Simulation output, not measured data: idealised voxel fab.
process module | voxel ribs on slabs
155 nm wide, 5 nm square cells: that's cross-section cut.
Format of a cross-section: grid, square cells. Given as bands. Order: top down. Band: one or more rows of cells.
It is stipulated that each band's entry specify, in nanometres, the height of the top of the band and then that of its bottom, followed by the materials of the band in left-to-right sequence, each together with its width in nanometres. A single material marked by the word "edge to edge" is understood to fill the band from edge to edge; the word "air" is understood to denote empty space.
For the purposes of this specification, 0 denotes the height below which the wafer in its as-received condition is composed wholly of one material, and the lowermost band, lacking a lower limit, extends downward without end, as expressed in "0 and below".
Read "30..40" as a graded width: first number on top, second number at the bottom, same change between each pair of neighbouring rows.
You'll sometimes find "no change" written for a step, and that's the way of saying that nowhere in the cross-section did a cell change during that step.
Reported under the label "Fully enclosed voids" are the empty spaces having no open way to the top and comprising 8 cells or more; the notation for each is width x height at distance, in which the distance is measured from the left edge and all three values are in nm.
The remark found on a step's line after its settings is issued by the simulator itself and pertains to that step.
overlay nm: mask right of planned place by this much (step with mask). Neg. = left.

# This section lists the process steps that were planned
| 1 | RECEIVE | material Si |
| 2 | DIRECTIONAL_DEP | material SiO2 | thk nm 20 |
| 3 | DIRECTIONAL_DEP | material polySi | thk nm 20 |
| 4 | PATTERN | tone cover | mask id RIB | material resist | width nm 15 | thk nm 15 | overlay nm 0 |
| 5 | DIRECTIONAL_ETCH | etch materials polySi | depth nm 5 |
| 6 | STRIP | etch materials resist |
| 7 | MASKED_ETCH | tone cover | mask id SLAB | width nm 75 | etch materials polySi | depth nm 15 | overlay nm 0 |
| 8 | FILL_DEP | material SiO2 | thk nm 30 |
| 9 | CMP | height nm 60 |
| 10 | DIRECTIONAL_DEP | material W | thk nm 5 |
| 11 | DIRECTIONAL_DEP | material aC | thk nm 15 |
| 12 | PATTERN | tone cover | mask id HEATER | material resist | width nm 25 | thk nm 35 | overlay nm 0 |
| 13 | DIRECTIONAL_ETCH | etch materials aC | depth nm 15 |
| 14 | STRIP | etch materials resist |
| 15 | DIRECTIONAL_ETCH | etch materials W | depth nm 5 |
| 16 | STRIP | etch materials aC |
| 17 | CONFORMAL_DEP | material SiN | thk nm 10 |

# The following pertains to the first of two wafers, which was processed as planned

# Here's what the wafer looked like in cross-section when it arrived - that's after step 1
* 0 and below = Si edge to edge
* Fully enclosed voids: none

# after step 2
* 20 down to 0 = SiO2 edge to edge
* Everything below 0 is unchanged.

# after step 3
* 40 down to 20 = polySi edge to edge
* Everything below 20 is unchanged.

# after step 4
* 55 down to 40 = 70 of air  15 of resist  70 of air
* Everything below 40 is unchanged.

# after step 5
* 55 down to 40 = 70 of air  15 of resist  70 of air
* 40 down to 35 = 70 of air  15 of polySi  70 of air
* Everything below 35 is unchanged.

# after step 6
* 40 down to 35 = 70 of air  15 of polySi  70 of air
* Everything below 35 is unchanged.

# after step 7
* 40 down to 35 = 70 of air  15 of polySi  70 of air
* 35 down to 20 = 40 of air  75 of polySi  40 of air
* Everything below 20 is unchanged.

# after step 8
* 70 down to 40 = SiO2 edge to edge
* 40 down to 35 = 70 of SiO2  15 of polySi  70 of SiO2
* 35 down to 20 = 40 of SiO2  75 of polySi  40 of SiO2
* Everything below 20 is unchanged.

# after step 9
* 60 down to 40 = SiO2 edge to edge
* Everything below 40 is unchanged.

# after step 10
* 65 down to 60 = W edge to edge
* Everything below 60 is unchanged.

# after step 11
* 80 down to 65 = aC edge to edge
* Everything below 65 is unchanged.

# after step 12
* 115 down to 80 = 65 of air  25 of resist  65 of air
* Everything below 80 is unchanged.

# after step 13
* 100 down to 80 = 65 of air  25 of resist  65 of air
* 80 down to 65 = 65 of air  25 of aC  65 of air
* Everything below 65 is unchanged.

# after step 14
* 80 down to 65 = 65 of air  25 of aC  65 of air
* Everything below 65 is unchanged.

# after step 15
* 80 down to 65 = 65 of air  25 of aC  65 of air
* 65 down to 60 = 65 of air  25 of W  65 of air
* Everything below 60 is unchanged.

# after step 16
* 65 down to 60 = 65 of air  25 of W  65 of air
* Everything below 60 is unchanged.

# after step 17
* 75 down to 70 = 55 of air  45 of SiN  55 of air
* 70 down to 65 = SiN edge to edge
* 65 down to 60 = 65 of SiN  25 of W  65 of SiN
* Everything below 60 is unchanged.

# The second wafer was prepared from the same starting point and under the same plan as the first; its processing contained one mistake, and it remains indistinguishable from the first wafer up to and including step 1

# Here is the second wafer in cross-section at the point where step 2 of the plan should have been done
* 20 down to 0 = polySi edge to edge
* Everything below 0 is unchanged.

# Here is the second wafer in cross-section at the point where step 3 of the plan should have been done
* 40 down to 20 = SiO2 edge to edge
* Everything below 20 is unchanged.

# Here is the second wafer in cross-section at the point where step 4 of the plan should have been done
* 55 down to 40 = 70 of air  15 of resist  70 of air
* Everything below 40 is unchanged.

Here is the second wafer in cross-section at the point where step 5 of the plan should have been done: no change

# Here is the second wafer in cross-section at the point where step 6 of the plan should have been done
* 40 down to 20 = SiO2 edge to edge
* Everything below 20 is unchanged.

Here is the second wafer in cross-section at the point where step 7 of the plan should have been done: no change

# Here is the second wafer in cross-section at the point where step 8 of the plan should have been done
* 70 down to 20 = SiO2 edge to edge
* Everything below 20 is unchanged.

# Here is the second wafer in cross-section at the point where step 9 of the plan should have been done
* 60 down to 20 = SiO2 edge to edge
* Everything below 20 is unchanged.

# Here is the second wafer in cross-section at the point where step 10 of the plan should have been done
* 65 down to 60 = W edge to edge
* Everything below 60 is unchanged.

# Here is the second wafer in cross-section at the point where step 11 of the plan should have been done
* 80 down to 65 = aC edge to edge
* Everything below 65 is unchanged.

# Here is the second wafer in cross-section at the point where step 12 of the plan should have been done
* 115 down to 80 = 65 of air  25 of resist  65 of air
* Everything below 80 is unchanged.

# Here is the second wafer in cross-section at the point where step 13 of the plan should have been done
* 100 down to 80 = 65 of air  25 of resist  65 of air
* 80 down to 65 = 65 of air  25 of aC  65 of air
* Everything below 65 is unchanged.

# Here is the second wafer in cross-section at the point where step 14 of the plan should have been done
* 80 down to 65 = 65 of air  25 of aC  65 of air
* Everything below 65 is unchanged.

# Here is the second wafer in cross-section at the point where step 15 of the plan should have been done
* 80 down to 65 = 65 of air  25 of aC  65 of air
* 65 down to 60 = 65 of air  25 of W  65 of air
* Everything below 60 is unchanged.

# Here is the second wafer in cross-section at the point where step 16 of the plan should have been done
* 65 down to 60 = 65 of air  25 of W  65 of air
* Everything below 60 is unchanged.

# Here is the second wafer in cross-section at the point where step 17 of the plan should have been done
* 75 down to 70 = 55 of air  45 of SiN  55 of air
* 70 down to 65 = SiN edge to edge
* 65 down to 60 = 65 of SiN  25 of W  65 of SiN
* Everything below 60 is unchanged.
Finding, execution versus plan: the processing plan was not followed for steps 2 and 3, which were run with their positions exchanged
The second wafer ends with more or fewer cells of some materials than the first, per final count: SiO2: 76 fewer, polySi: 76 more
